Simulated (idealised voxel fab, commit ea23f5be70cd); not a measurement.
process module | voxel air gaps
cross-section cut | 150 nm wide | cells 5 nm
A cross-section is a grid of square cells, given in bands from the top down. A band is one or more rows of cells.
Each band's line starts with the height of the band's top and of its bottom, in nm. Then come its materials from left to right, each with its width in nm. One material with "throughout" fills the band from edge to edge. "air" is empty space.
Height 0 is the level under which the wafer as received is all one material. The lowest band goes on downwards, as in "0 down".
A width such as "30 to 40" changes by the same amount from each row of cells to the next, from the band's top row to its bottom row.
"no change" after a step means that no cell of the cross-section changed.
closed voids: empty space of 8 cells or more with no open way to the top, each as width x height at its distance from the left edge, in nm
after a step's settings: what the simulator itself notes on the step
overlay nm, on a step with a mask: how far to the right of its planned place the mask lay; to the left if negative
plan
1 op RECEIVE | material Si
2 op CONFORMAL_DEP | material SiO2 | thk nm 10
3 op CONFORMAL_DEP | material SiN | thk nm 5
4 op DIRECTIONAL_DEP | material SiO2 | thk nm 30
5 op MASKED_ETCH | tone open | mask id LINES | width nm 15 | pitch nm 45 | etch materials SiO2 | depth nm 30 | overlay nm 0
6 op CONFORMAL_DEP | material TiN | thk nm 5
7 op FILL_DEP | material Ru | thk nm 10
8 op CMP | height nm 45
9 op EPI | material Ru | thk nm 10
10 op SELECTIVE_ETCH | etch materials SiO2 | depth nm 40
11 op CONFORMAL_DEP | material SiN | thk nm 5
as received, after step 1
  0 down: Si throughout
  closed voids: none
first wafer at the end, as planned
  60 to 55: air 5 | SiN 135 | air 10
  55 to 45: air 5 | SiN 5 | Ru 35 | SiN 10 | Ru 35 | SiN 10 | Ru 35 | SiN 5 | air 10
  45 to 40: air 5 | SiN 15 | TiN 5 | Ru 5 | TiN 5 | SiN 30 | TiN 5 | Ru 5 | TiN 5 | SiN 30 | TiN 5 | Ru 5 | TiN 5 | SiN 15 | air 10
  40 to 20: air 15 | SiN 5 | TiN 5 | Ru 5 | TiN 5 | SiN 5 | air 20 | SiN 5 | TiN 5 | Ru 5 | TiN 5 | SiN 5 | air 20 | SiN 5 | TiN 5 | Ru 5 | TiN 5 | SiN 5 | air 20
  20 to 15: SiN 20 | TiN 15 | SiN 30 | TiN 15 | SiN 30 | TiN 15 | SiN 25
  15 to 10: SiN throughout
  10 to 0: SiO2 throughout
  0 down: Si throughout
  closed voids: 20 x 20 at 40; 20 x 20 at 85
second wafer at the end: like start, like plan, one mistake
  60 to 55: air 5 | SiN 135 | air 10
  55 to 45: air 5 | SiN 5 | Ru 35 | SiN 10 | Ru 35 | SiN 10 | Ru 35 | SiN 5 | air 10
  45 to 40: air 5 | SiN 15 | TiN 5 | Ru 5 | TiN 5 | SiN 30 | TiN 5 | Ru 5 | TiN 5 | SiN 30 | TiN 5 | Ru 5 | TiN 5 | SiN 15 | air 10
  40 to 30: air 15 | SiN 5 | TiN 5 | Ru 5 | TiN 5 | SiN 5 | air 20 | SiN 5 | TiN 5 | Ru 5 | TiN 5 | SiN 5 | air 20 | SiN 5 | TiN 5 | Ru 5 | TiN 5 | SiN 5 | air 20
  30 to 25: SiN 20 | TiN 15 | SiN 30 | TiN 15 | SiN 30 | TiN 15 | SiN 25
  25 to 10: SiN throughout
  10 to 0: SiO2 throughout
  0 down: Si throughout
  closed voids: 20 x 10 at 40; 20 x 10 at 85
what went wrong: step 3 ran as: op CONFORMAL_DEP | material SiN | thk nm 15
at the end the second wafer has, in cells: 6 fewer of Ru | 48 more of SiN | 12 fewer of TiN
